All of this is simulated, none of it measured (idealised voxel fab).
process module | voxel lift off
cross-section cut | 275 nm wide | cells 5 nm
A cross-section is a grid of square cells, given in bands from the top down. A band is one or more rows of cells.
Each band's line starts with the height of the band's top and of its bottom, in nm. Then come its materials from left to right, each with its width in nm. One material with "throughout" fills the band from edge to edge. "air" is empty space.
Height 0 is the level under which the wafer as received is all one material. The lowest band goes on downwards, as in "0 down".
A width such as "30 to 40" changes by the same amount from each row of cells to the next, from the band's top row to its bottom row.
"no change" after a step means that no cell of the cross-section changed.
closed voids: empty space of 8 cells or more with no open way to the top, each as width x height at its distance from the left edge, in nm
after a step's settings: what the simulator itself notes on the step
overlay nm, on a step with a mask: how far to the right of its planned place the mask lay; to the left if negative
plan
1 op RECEIVE | material Si
2 op CONFORMAL_DEP | material Al2O3 | thk nm 10
3 op PATTERN | tone open | mask id LINES | material resist | width nm 15 | pitch nm 45 | thk nm 25 | overlay nm 0
4 op DIRECTIONAL_DEP | material Ru | thk nm 15
5 op STRIP | etch materials resist
6 op CONFORMAL_DEP | material SiN | thk nm 10
as received, after step 1
  0 down: Si throughout
  closed voids: none
first wafer at the end, as planned
  35 to 25: air 95 | SiN 35 | air 10 | SiN 35 | air 100
  25 to 20: air 95 | SiN 10 | Ru 15 | SiN 10 | air 10 | SiN 10 | Ru 15 | SiN 10 | air 100
  20 to 10: SiN 105 | Ru 15 | SiN 30 | Ru 15 | SiN 110
  10 to 0: Al2O3 throughout
  0 down: Si throughout
  closed voids: none
second wafer at the end: like start, like plan, one mistake
  30 to 25: air 100 | SiN 25 | air 20 | SiN 25 | air 105
  25 to 15: air 100 | SiN 5 | Ru 15 | SiN 5 | air 20 | SiN 5 | Ru 15 | SiN 5 | air 105
  15 to 10: SiN 105 | Ru 15 | SiN 30 | Ru 15 | SiN 110
  10 to 0: Al2O3 throughout
  0 down: Si throughout
  closed voids: none
what went wrong: step 6 ran as: op CONFORMAL_DEP | material SiN | thk nm 5
at the end the second wafer has, in cells: 67 fewer of SiN
